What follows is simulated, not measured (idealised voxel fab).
process module | voxel released beams
cross-section cut | 145 nm wide | cells 5 nm
A cross-section is a grid of square cells, given in bands from the top down. A band is one or more rows of cells.
Each band's line starts with the height of the band's top and of its bottom, in nm. Then come its materials from left to right, each with its width in nm. One material with "throughout" fills the band from edge to edge. "air" is empty space.
Height 0 is the level under which the wafer as received is all one material. The lowest band goes on downwards, as in "0 down".
A width such as "30 to 40" changes by the same amount from each row of cells to the next, from the band's top row to its bottom row.
"no change" after a step means that no cell of the cross-section changed.
closed voids: empty space of 8 cells or more with no open way to the top, each as width x height at its distance from the left edge, in nm
after a step's settings: what the simulator itself notes on the step
overlay nm, on a step with a mask: how far to the right of its planned place the mask lay; to the left if negative
plan
1 op RECEIVE | material Si
2 op CONFORMAL_DEP | material Al2O3 | thk nm 10
3 op DIRECTIONAL_DEP | material SiO2 | thk nm 15
4 op DIRECTIONAL_DEP | material aC | thk nm 10
5 op PATTERN | tone open | mask id ANCHOR | material resist | width nm 45 | thk nm 25 | overlay nm 0
6 op DIRECTIONAL_ETCH | etch materials aC | depth nm 10
7 op STRIP | etch materials resist
8 op DIRECTIONAL_ETCH | etch materials SiO2 | depth nm 15
9 op STRIP | etch materials aC
10 op CONFORMAL_DEP | material polySi | thk nm 15
11 op PATTERN | tone cover | mask id BEAM | material resist | width nm 110 | thk nm 20 | overlay nm 0
12 op DIRECTIONAL_ETCH | etch materials polySi | depth nm 15
13 op STRIP | etch materials resist
14 op STRIP | etch materials SiO2
as received, after step 1
  0 down: Si throughout
  closed voids: none
a wafer at the end: this start, this plan, one mistake
  55 to 40: air 15 | polySi 110 | air 20
  40 to 25: polySi throughout
  25 to 10: SiO2 20 | polySi 45 | SiO2 80
  10 to 0: Al2O3 throughout
  0 down: Si throughout
  closed voids: none
what went wrong: step 10 was run twice
